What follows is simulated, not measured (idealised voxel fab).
This is a process module. Its name is voxel capacitor over wiring.
Shown is cross-section cut, with a width of 245 nm and square cells of size 5 nm.
This document writes a cross-section as a grid whose cells are square, and gives it as bands, listed from the top down; one or more rows of cells form a band. The entry gives the band's vertical extent as a top height and a bottom height in nm, then its horizontal make-up as materials from left to right, each with a width in nm. "air" stands for empty space; a single material marked "everywhere" fills the band edge to edge. Height is counted from the level 0, under which the received wafer is composed throughout of one material. The lowest of the bands is not closed at the bottom but continues downward, in the notation "0..down". Think of "30..40" as a width that walks from the first number to the second as you go down the band, top row to bottom row, taking equal-sized steps from row to row. You'll sometimes find "remains unaltered" written for a step, and that's the way of saying that nowhere in the cross-section did a cell change during that step. Any empty space of 8 cells or more lacking an open way to the top shows up in "Closed void inventory" as width x height at distance, distance from the left edge, in nm. Note: text after step settings on the step line = simulator remark on that step. overlay nm: where the mask lay relative to plan, measured to the right, on steps with a mask; negatives go left.

Listed below are the process steps as planned:
1 RECEIVE, material Si
2 CONFORMAL_DEP, material SiO2, thk nm 10
3 DIRECTIONAL_DEP, material TiN, thk nm 5
4 DIRECTIONAL_DEP, material Ru, thk nm 15
5 PATTERN, tone cover, mask id METAL_1, material resist, width nm 20, pitch nm 85, thk nm 20, overlay nm 0
6 DIRECTIONAL_ETCH, etch materials Ru, depth nm 15
7 DIRECTIONAL_ETCH, etch materials TiN, depth nm 5
8 STRIP, etch materials resist
9 CONFORMAL_DEP, material SiN, thk nm 5
10 FILL_DEP, material SiO2, thk nm 10
11 CMP, height nm 30
12 CONFORMAL_DEP, material SiCN, thk nm 5
13 DIRECTIONAL_DEP, material SiO2, thk nm 15
14 DIRECTIONAL_DEP, material aC, thk nm 10
15 PATTERN, tone open, mask id PLUG_1, material resist, width nm 15, thk nm 25, overlay nm 0
16 DIRECTIONAL_ETCH, etch materials aC, depth nm 10
17 STRIP, etch materials resist
18 DIRECTIONAL_ETCH, etch materials SiO2, depth nm 15
19 DIRECTIONAL_ETCH, etch materials SiCN, depth nm 5
20 STRIP, etch materials aC
21 EPI, material Ru, thk nm 10
22 EPI, material Ru, thk nm 10
23 DIRECTIONAL_DEP, material TiN, thk nm 10
24 DIRECTIONAL_DEP, material SiN, thk nm 5
25 DIRECTIONAL_DEP, material TiN, thk nm 10
26 PATTERN, tone cover, mask id UPPER_PLATE, material resist, width nm 70, thk nm 15, overlay nm 0
27 DIRECTIONAL_ETCH, etch materials TiN, depth nm 10
28 DIRECTIONAL_ETCH, etch materials SiN, depth nm 5
29 STRIP, etch materials resist
30 PATTERN, tone cover, mask id LOWER_PLATE, material resist, width nm 80, thk nm 15, overlay nm 0
31 DIRECTIONAL_ETCH, etch materials TiN, depth nm 10
32 STRIP, etch materials resist
33 FILL_DEP, material SiO2, thk nm 20
34 CMP, height nm 90
35 PATTERN, tone open, mask id PLUG_2, material resist, width nm 15, thk nm 15, overlay nm 0
36 DIRECTIONAL_ETCH, etch materials SiO2, depth nm 15
37 STRIP, etch materials resist
38 CONFORMAL_DEP, material TiN, thk nm 5
39 FILL_DEP, material W, thk nm 10
40 CMP, height nm 90
41 CONFORMAL_DEP, material SiN, thk nm 5

The following pertains to the first of two wafers, which was processed as planned:

Cross-section of the wafer as it came to us, i.e., already through step 1:
> 0..down  Si everywhere
> Closed void inventory: none

State of the wafer after step 2, shown in cross-section:
> 10..0  SiO2 everywhere
> For the remainder of the cross-section, below 0, there is no change.

State of the wafer after step 3, shown in cross-section:
> 15..10  TiN everywhere
> For the remainder of the cross-section, below 10, there is no change.

State of the wafer after step 4, shown in cross-section:
> 30..15  Ru everywhere
> For the remainder of the cross-section, below 15, there is no change.

State of the wafer after step 5, shown in cross-section:
> 50..30  air (70), resist (20), air (65), resist (20), air (70)
> For the remainder of the cross-section, below 30, there is no change.

State of the wafer after step 6, shown in cross-section:
> 50..30  air (70), resist (20), air (65), resist (20), air (70)
> 30..15  air (70), Ru (20), air (65), Ru (20), air (70)
> For the remainder of the cross-section, below 15, there is no change.

State of the wafer after step 7, shown in cross-section:
> 50..30  air (70), resist (20), air (65), resist (20), air (70)
> 30..15  air (70), Ru (20), air (65), Ru (20), air (70)
> 15..10  air (70), TiN (20), air (65), TiN (20), air (70)
> For the remainder of the cross-section, below 10, there is no change.

State of the wafer after step 8, shown in cross-section:
> 30..15  air (70), Ru (20), air (65), Ru (20), air (70)
> For the remainder of the cross-section, below 15, there is no change.

State of the wafer after step 9, shown in cross-section:
> 35..30  air (65), SiN (30), air (55), SiN (30), air (65)
> 30..15  air (65), SiN (5), Ru (20), SiN (5), air (55), SiN (5), Ru (20), SiN (5), air (65)
> 15..10  SiN (70), TiN (20), SiN (65), TiN (20), SiN (70)
> For the remainder of the cross-section, below 10, there is no change.

State of the wafer after step 10, shown in cross-section:
> 45..35  SiO2 everywhere
> 35..30  SiO2 (65), SiN (30), SiO2 (55), SiN (30), SiO2 (65)
> 30..15  SiO2 (65), SiN (5), Ru (20), SiN (5), SiO2 (55), SiN (5), Ru (20), SiN (5), SiO2 (65)
> For the remainder of the cross-section, below 15, there is no change.

State of the wafer after step 11, shown in cross-section:
> 30..15  SiO2 (65), SiN (5), Ru (20), SiN (5), SiO2 (55), SiN (5), Ru (20), SiN (5), SiO2 (65)
> For the remainder of the cross-section, below 15, there is no change.

State of the wafer after step 12, shown in cross-section:
> 35..30  SiCN everywhere
> For the remainder of the cross-section, below 30, there is no change.

State of the wafer after step 13, shown in cross-section:
> 50..35  SiO2 everywhere
> For the remainder of the cross-section, below 35, there is no change.

State of the wafer after step 14, shown in cross-section:
> 60..50  aC everywhere
> For the remainder of the cross-section, below 50, there is no change.

State of the wafer after step 15, shown in cross-section:
> 85..60  resist (75), air (15), resist (155)
> For the remainder of the cross-section, below 60, there is no change.

State of the wafer after step 16, shown in cross-section:
> 75..60  resist (75), air (15), resist (155)
> 60..50  aC (75), air (15), aC (155)
> For the remainder of the cross-section, below 50, there is no change.

State of the wafer after step 17, shown in cross-section:
> 60..50  aC (75), air (15), aC (155)
> For the remainder of the cross-section, below 50, there is no change.

State of the wafer after step 18, shown in cross-section:
> 60..50  aC (75), air (15), aC (155)
> 50..35  SiO2 (75), air (15), SiO2 (155)
> For the remainder of the cross-section, below 35, there is no change.

State of the wafer after step 19, shown in cross-section:
> 60..50  aC (75), air (15), aC (155)
> 50..35  SiO2 (75), air (15), SiO2 (155)
> 35..30  SiCN (75), air (15), SiCN (155)
> For the remainder of the cross-section, below 30, there is no change.

State of the wafer after step 20, shown in cross-section:
> 50..35  SiO2 (75), air (15), SiO2 (155)
> For the remainder of the cross-section, below 35, there is no change.

State of the wafer after step 21, shown in cross-section:
> 50..40  SiO2 (75), air (15), SiO2 (155)
> 40..35  SiO2 (75), Ru (15), SiO2 (155)
> 35..30  SiCN (75), Ru (15), SiCN (155)
> For the remainder of the cross-section, below 30, there is no change.

State of the wafer after step 22, shown in cross-section:
> 50..35  SiO2 (75), Ru (15), SiO2 (155)
> For the remainder of the cross-section, below 35, there is no change.

State of the wafer after step 23, shown in cross-section:
> 60..50  TiN everywhere
> For the remainder of the cross-section, below 50, there is no change.

State of the wafer after step 24, shown in cross-section:
> 65..60  SiN everywhere
> For the remainder of the cross-section, below 60, there is no change.

State of the wafer after step 25, shown in cross-section:
> 75..65  TiN everywhere
> For the remainder of the cross-section, below 65, there is no change.

State of the wafer after step 26, shown in cross-section:
> 90..75  air (75), resist (70), air (100)
> For the remainder of the cross-section, below 75, there is no change.

State of the wafer after step 27, shown in cross-section:
> 90..75  air (75), resist (70), air (100)
> 75..65  air (75), TiN (70), air (100)
> For the remainder of the cross-section, below 65, there is no change.

State of the wafer after step 28, shown in cross-section:
> 90..75  air (75), resist (70), air (100)
> 75..65  air (75), TiN (70), air (100)
> 65..60  air (75), SiN (70), air (100)
> For the remainder of the cross-section, below 60, there is no change.

State of the wafer after step 29, shown in cross-section:
> 75..65  air (75), TiN (70), air (100)
> For the remainder of the cross-section, below 65, there is no change.

State of the wafer after step 30, shown in cross-section:
> 90..75  air (70), resist (80), air (95)
> 75..65  air (70), resist (5), TiN (70), resist (5), air (95)
> 65..60  air (70), resist (5), SiN (70), resist (5), air (95)
> For the remainder of the cross-section, below 60, there is no change.

State of the wafer after step 31, shown in cross-section:
> 90..75  air (70), resist (80), air (95)
> 75..65  air (70), resist (5), TiN (70), resist (5), air (95)
> 65..60  air (70), resist (5), SiN (70), resist (5), air (95)
> 60..50  air (70), TiN (80), air (95)
> For the remainder of the cross-section, below 50, there is no change.

State of the wafer after step 32, shown in cross-section:
> 75..65  air (75), TiN (70), air (100)
> 65..60  air (75), SiN (70), air (100)
> For the remainder of the cross-section, below 60, there is no change.

State of the wafer after step 33, shown in cross-section:
> 95..75  SiO2 everywhere
> 75..65  SiO2 (75), TiN (70), SiO2 (100)
> 65..60  SiO2 (75), SiN (70), SiO2 (100)
> 60..50  SiO2 (70), TiN (80), SiO2 (95)
> For the remainder of the cross-section, below 50, there is no change.

State of the wafer after step 34, shown in cross-section:
> 90..75  SiO2 everywhere
> For the remainder of the cross-section, below 75, there is no change.

State of the wafer after step 35, shown in cross-section:
> 105..90  resist (85), air (15), resist (145)
> For the remainder of the cross-section, below 90, there is no change.

State of the wafer after step 36, shown in cross-section:
> 105..90  resist (85), air (15), resist (145)
> 90..75  SiO2 (85), air (15), SiO2 (145)
> For the remainder of the cross-section, below 75, there is no change.

State of the wafer after step 37, shown in cross-section:
> 90..75  SiO2 (85), air (15), SiO2 (145)
> For the remainder of the cross-section, below 75, there is no change.

State of the wafer after step 38, shown in cross-section:
> 95..90  TiN (90), air (5), TiN (150)
> 90..80  SiO2 (85), TiN (5), air (5), TiN (5), SiO2 (145)
> 80..75  SiO2 (85), TiN (15), SiO2 (145)
> For the remainder of the cross-section, below 75, there is no change.

State of the wafer after step 39, shown in cross-section:
> 105..95  W everywhere
> 95..90  TiN (90), W (5), TiN (150)
> 90..80  SiO2 (85), TiN (5), W (5), TiN (5), SiO2 (145)
> For the remainder of the cross-section, below 80, there is no change.

State of the wafer after step 40, shown in cross-section:
> 90..80  SiO2 (85), TiN (5), W (5), TiN (5), SiO2 (145)
> For the remainder of the cross-section, below 80, there is no change.

State of the wafer after step 41, shown in cross-section:
> 95..90  SiN everywhere
> For the remainder of the cross-section, below 90, there is no change.

Wafer two: like wafer one in start and plan, but with one mistake in execution; identical up to and including step 24:

Cross-section of the second wafer at the time step 25 of the plan should have ended:
> 75..65  Ru everywhere
> For the remainder of the cross-section, below 65, there is no change.

Cross-section of the second wafer at the time step 26 of the plan should have ended:
> 90..75  air (75), resist (70), air (100)
> For the remainder of the cross-section, below 75, there is no change.

Cross-section of the second wafer at the time step 27 of the plan should have ended: remains unaltered

Cross-section of the second wafer at the time step 28 of the plan should have ended: remains unaltered

Cross-section of the second wafer at the time step 29 of the plan should have ended:
> 75..65  Ru everywhere
> For the remainder of the cross-section, below 65, there is no change.

Cross-section of the second wafer at the time step 30 of the plan should have ended:
> 90..75  air (70), resist (80), air (95)
> For the remainder of the cross-section, below 75, there is no change.

Cross-section of the second wafer at the time step 31 of the plan should have ended: remains unaltered

Cross-section of the second wafer at the time step 32 of the plan should have ended:
> 75..65  Ru everywhere
> For the remainder of the cross-section, below 65, there is no change.

Cross-section of the second wafer at the time step 33 of the plan should have ended:
> 95..75  SiO2 everywhere
> For the remainder of the cross-section, below 75, there is no change.

Cross-section of the second wafer at the time step 34 of the plan should have ended:
> 90..75  SiO2 everywhere
> For the remainder of the cross-section, below 75, there is no change.

Cross-section of the second wafer at the time step 35 of the plan should have ended:
> 105..90  resist (85), air (15), resist (145)
> For the remainder of the cross-section, below 90, there is no change.

Cross-section of the second wafer at the time step 36 of the plan should have ended:
> 105..90  resist (85), air (15), resist (145)
> 90..75  SiO2 (85), air (15), SiO2 (145)
> For the remainder of the cross-section, below 75, there is no change.

Cross-section of the second wafer at the time step 37 of the plan should have ended:
> 90..75  SiO2 (85), air (15), SiO2 (145)
> For the remainder of the cross-section, below 75, there is no change.

Cross-section of the second wafer at the time step 38 of the plan should have ended:
> 95..90  TiN (90), air (5), TiN (150)
> 90..80  SiO2 (85), TiN (5), air (5), TiN (5), SiO2 (145)
> 80..75  SiO2 (85), TiN (15), SiO2 (145)
> For the remainder of the cross-section, below 75, there is no change.

Cross-section of the second wafer at the time step 39 of the plan should have ended:
> 105..95  W everywhere
> 95..90  TiN (90), W (5), TiN (150)
> 90..80  SiO2 (85), TiN (5), W (5), TiN (5), SiO2 (145)
> For the remainder of the cross-section, below 80, there is no change.

Cross-section of the second wafer at the time step 40 of the plan should have ended:
> 90..80  SiO2 (85), TiN (5), W (5), TiN (5), SiO2 (145)
> For the remainder of the cross-section, below 80, there is no change.

Cross-section of the second wafer at the time step 41 of the plan should have ended:
> 95..90  SiN everywhere
> For the remainder of the cross-section, below 90, there is no change.
Deviation noted in wafer processing: note that step 25 departed from the planned setting and was carried out as DIRECTIONAL_DEP, material Ru, thk nm 10
Final difference in cells, second wafer against first, listed per material as more or fewer: 98 more of Ru; 35 more of SiN; 171 fewer of SiO2; 38 more of TiN
